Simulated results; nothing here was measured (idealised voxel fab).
The following process module bears the name voxel wiring stack.
Displayed cross-section: cut, width of 155 nm, square cells sized 5 nm.
In what follows, cross-sections appear as grids of square cells, described through bands that run from the top down, where every band is one or more rows of cells.
It is stipulated that each band's entry specify, in nanometres, the height of the top of the band and then that of its bottom, followed by the materials of the band in left-to-right sequence, each together with its width in nanometres. A single material marked by the word "everywhere" is understood to fill the band from edge to edge; the word "empty" is understood to denote empty space.
Heights are measured from 0, the level below which the as-received wafer is all one material; the lowest band has no bottom and continues downward, written as in "0 nm and below".
Width: "30 to 40" (first number = top row, second number = bottom row, same change from row to row of cells).
No cell of the cross-section changed in a step that is given as "no change".
Entry "Voids, fully enclosed". Content: empty spaces with no open connection to the top, size 8 cells or greater. Each: width x height at distance. Distance: from left edge. Unit: nm.
That trailing text on a step's line, after the settings, is the simulator's own remark on the step.
Regarding "overlay nm": on a step with a mask, it is the distance the mask lay to the right of its planned place; a negative value places it to the left.
So here's the lineup of process steps we planned:
| 1 | RECEIVE with material Si |
| 2 | CONFORMAL_DEP with material SiO2, thk nm 15 |
| 3 | DIRECTIONAL_DEP with material TiN, thk nm 5 |
| 4 | DIRECTIONAL_DEP with material W, thk nm 20 |
| 5 | PATTERN with tone cover, mask id METAL_1, material resist, width nm 20, pitch nm 50, thk nm 20, overlay nm 0 |
| 6 | DIRECTIONAL_ETCH with etch materials W, depth nm 20 |
| 7 | DIRECTIONAL_ETCH with etch materials TiN, depth nm 5 |
| 8 | STRIP with etch materials resist |
| 9 | CONFORMAL_DEP with material SiCN, thk nm 5 |
| 10 | FILL_DEP with material lowk, thk nm 10 |
| 11 | CMP with height nm 40 |
| 12 | CONFORMAL_DEP with material SiCN, thk nm 5 |
| 13 | DIRECTIONAL_DEP with material SiO2, thk nm 35 |
| 14 | DIRECTIONAL_DEP with material aC, thk nm 10 |
| 15 | PATTERN with tone open, mask id METAL_2, material resist, width nm 20, pitch nm 50, thk nm 25, overlay nm 0 |
| 16 | DIRECTIONAL_ETCH with etch materials aC, depth nm 10 |
| 17 | STRIP with etch materials resist |
| 18 | DIRECTIONAL_ETCH with etch materials SiO2, depth nm 20 |
| 19 | STRIP with etch materials aC |
| 20 | PATTERN with tone open, mask id METAL_2_HOLES, material resist, width nm 15, thk nm 20, overlay nm 0 |
| 21 | DIRECTIONAL_ETCH with etch materials SiO2, depth nm 15 |
| 22 | DIRECTIONAL_ETCH with etch materials SiCN, depth nm 5 |
| 23 | STRIP with etch materials resist |
| 24 | CONFORMAL_DEP with material TiN, thk nm 5 |
| 25 | FILL_DEP with material Cu, thk nm 10 |
| 26 | CMP with height nm 80 |
| 27 | CONFORMAL_DEP with material SiN, thk nm 5 |
Be aware that, although all wafers share a common starting state, the width nm at step 20 differs among them, and the plan displays the first wafer's value.
As received, i.e. after step 1: cross-section through the first of several wafers:
  0 nm and below: Si everywhere
  Voids, fully enclosed: none
What follows is a table in which each wafer occupies a row; for the wafer as it stands at the close of the module, the row states, material by material, how many cells have been gained (+) or lost (-) since receipt, and then gives its closed voids:
width nm 15; +16 Cu; +67 SiCN; +31 SiN; +269 SiO2; +36 TiN; +32 W; +76 lowk; Voids, fully enclosed: none
width nm 20; +20 Cu; +66 SiCN; +31 SiN; +266 SiO2; +36 TiN; +32 W; +76 lowk; Voids, fully enclosed: none
width nm 25; +22 Cu; +66 SiCN; +31 SiN; +263 SiO2; +37 TiN; +32 W; +76 lowk; Voids, fully enclosed: none
width nm 30; +24 Cu; +66 SiCN; +31 SiN; +260 SiO2; +38 TiN; +32 W; +76 lowk; Voids, fully enclosed: none
